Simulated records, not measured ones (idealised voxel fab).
Proc. module: voxel transistor to metal
Section cut is 150 nm wide and gridded with 5 nm square cells.
Cross-section spec: square-cell grid; bands listed top down; each band is one or more rows.
Band: top and bottom heights (nm) first, top before bottom; then materials from left to right, widths in nm. "edge to edge" marks a sole material filling the band edge to edge. "blank" denotes empty space.
Zero point of the height axis is 0; under it, received wafer = one material. Lowest band: continues down indefinitely, "z 0 and below".
When a width is written as two numbers, as in "30->40", the first number is the width in the top row of cells of the band and the second is the width in its bottom row, and the width changes by the same amount from each row to the next.
"nothing different" -> step changed no cross-section cell.
"Cavities, sealed" specifies each empty space that is not open to the top and that occupies no fewer than 8 cells, using the form width x height at distance, the distance measured from the left edge and all three quantities in nm.
Past the settings on a step's line: simulator remark, on that step.
overlay nm: how far to the right of its planned place the mask lay on this masked step (negative: to the left).

-- Planned process steps
1. op RECEIVE | material Si
2. op OXIDIZE | depth nm 5
3. op CONFORMAL_DEP | material SiN | thk nm 10
4. op MASKED_ETCH | tone cover | mask id ACTIVE | width nm 95 | etch materials SiN | depth nm 10 | overlay nm 0
5. op MASKED_ETCH | tone cover | mask id ACTIVE | width nm 95 | etch materials SiO2 | depth nm 5 | overlay nm 0
6. op MASKED_ETCH | tone cover | mask id ACTIVE | width nm 95 | etch materials Si | depth nm 25 | overlay nm 0
7. op FILL_DEP | material SiO2 | thk nm 15
8. op CMP | height nm 10
9. op SELECTIVE_ETCH | etch materials SiO2 | depth nm 10
10. op STRIP | etch materials SiN
11. op SELECTIVE_ETCH | etch materials SiO2 | depth nm 5
12. op OXIDIZE | depth nm 5
13. op DIRECTIONAL_DEP | material polySi | thk nm 25
14. op DIRECTIONAL_DEP | material SiCN | thk nm 15
15. op PATTERN | tone cover | mask id GATE | material resist | width nm 25 | thk nm 20 | overlay nm 0
16. op DIRECTIONAL_ETCH | etch materials SiCN | depth nm 25
17. op DIRECTIONAL_ETCH | etch materials polySi | depth nm 35
18. op STRIP | etch materials resist
19. op CONFORMAL_DEP | material SiO2 | thk nm 5
20. op DIRECTIONAL_ETCH | etch materials SiO2 | depth nm 5
21. op CONFORMAL_DEP | material SiN | thk nm 5
22. op DIRECTIONAL_ETCH | etch materials SiN | depth nm 5
23. op DIRECTIONAL_ETCH | etch materials SiO2 | depth nm 5
24. op DIRECTIONAL_ETCH | etch materials Si | depth nm 10
25. op EPI | material SiGe | thk nm 10
26. op FILL_DEP | material SiO2 | thk nm 10
27. op CMP | height nm 35
28. op DIRECTIONAL_DEP | material SiO2 | thk nm 10
29. op MASKED_ETCH | tone open | mask id CONTACT | width nm 25 | pitch nm 60 | etch materials SiO2 | depth nm 55 | overlay nm 0
30. op CONFORMAL_DEP | material TiN | thk nm 5
31. op FILL_DEP | material Ru | thk nm 5
32. op CMP | height nm 45
33. op DIRECTIONAL_DEP | material TiN | thk nm 5
34. op DIRECTIONAL_DEP | material Ru | thk nm 20
35. op PATTERN | tone cover | mask id METAL_1 | material resist | width nm 15 | pitch nm 70 | thk nm 20 | overlay nm 0
36. op DIRECTIONAL_ETCH | etch materials Ru | depth nm 20
37. op DIRECTIONAL_ETCH | etch materials TiN | depth nm 5
38. op STRIP | etch materials resist
39. op CONFORMAL_DEP | material SiN | thk nm 5
40. op FILL_DEP | material SiO2 | thk nm 5
41. op CMP | height nm 70
42. op CONFORMAL_DEP | material SiN | thk nm 5

-- So this is the incoming wafer in cross-section - it's already been through step 1
    z 0 and below = Si edge to edge
    Cavities, sealed: none

-- One mistake in running the module, otherwise start and plan as above: cross-section at the end
    z 75 to 70 = SiN edge to edge
    z 70 to 50 = 25 SiO2; 5 SiN; 15 Ru; 5 SiN; 45 SiO2; 5 SiN; 15 Ru; 5 SiN; 30 SiO2
    z 50 to 45 = 30 SiN; 15 TiN; 55 SiN; 15 TiN; 35 SiN
    z 45 to 40 = 25 Ru; 5 TiN; 25 SiO2; 5 TiN; 25 Ru; 5 TiN; 25 SiO2; 5 TiN; 30 Ru
    z 40 to 35 = 25 Ru; 5 TiN; 25 SiO2; 35 TiN; 25 SiO2; 5 TiN; 30 Ru
    z 35 to 20 = 25 Ru; 5 TiN; 20 SiO2; 5 SiN; 5 TiN; 25 SiCN; 5 TiN; 5 SiN; 20 SiO2; 5 TiN; 30 Ru
    z 20 to 0 = 25 Ru; 5 TiN; 20 SiO2; 5 SiN; 5 TiN; 25 polySi; 5 TiN; 5 SiN; 20 SiO2; 5 TiN; 30 Ru
    z 0 to -5 = 25 Ru; 5 TiN; 10 SiO2; 10 SiGe; 5 SiN; 5 TiN; 25 polySi; 5 TiN; 5 SiN; 10 SiGe; 10 SiO2; 5 TiN; 30 Ru
    z -5 to -10 = 30 TiN; 10 SiO2; 10 SiGe; 5 SiO2; 5 TiN; 25 SiO2; 5 TiN; 5 SiO2; 10 SiGe; 10 SiO2; 35 TiN
    z -10 to -20 = 25 SiO2; 25 SiGe; 45 Si; 25 SiGe; 30 SiO2
    z -20 to -30 = 25 SiO2; 95 Si; 30 SiO2
    z -30 and below = Si edge to edge
    Cavities, sealed: none
Heads up, the wafer didn't run the way we planned it: step 29: run off-plan, actual operation and settings op MASKED_ETCH | tone cover | mask id CONTACT | width nm 25 | pitch nm 60 | etch materials SiO2 | depth nm 55 | overlay nm 0
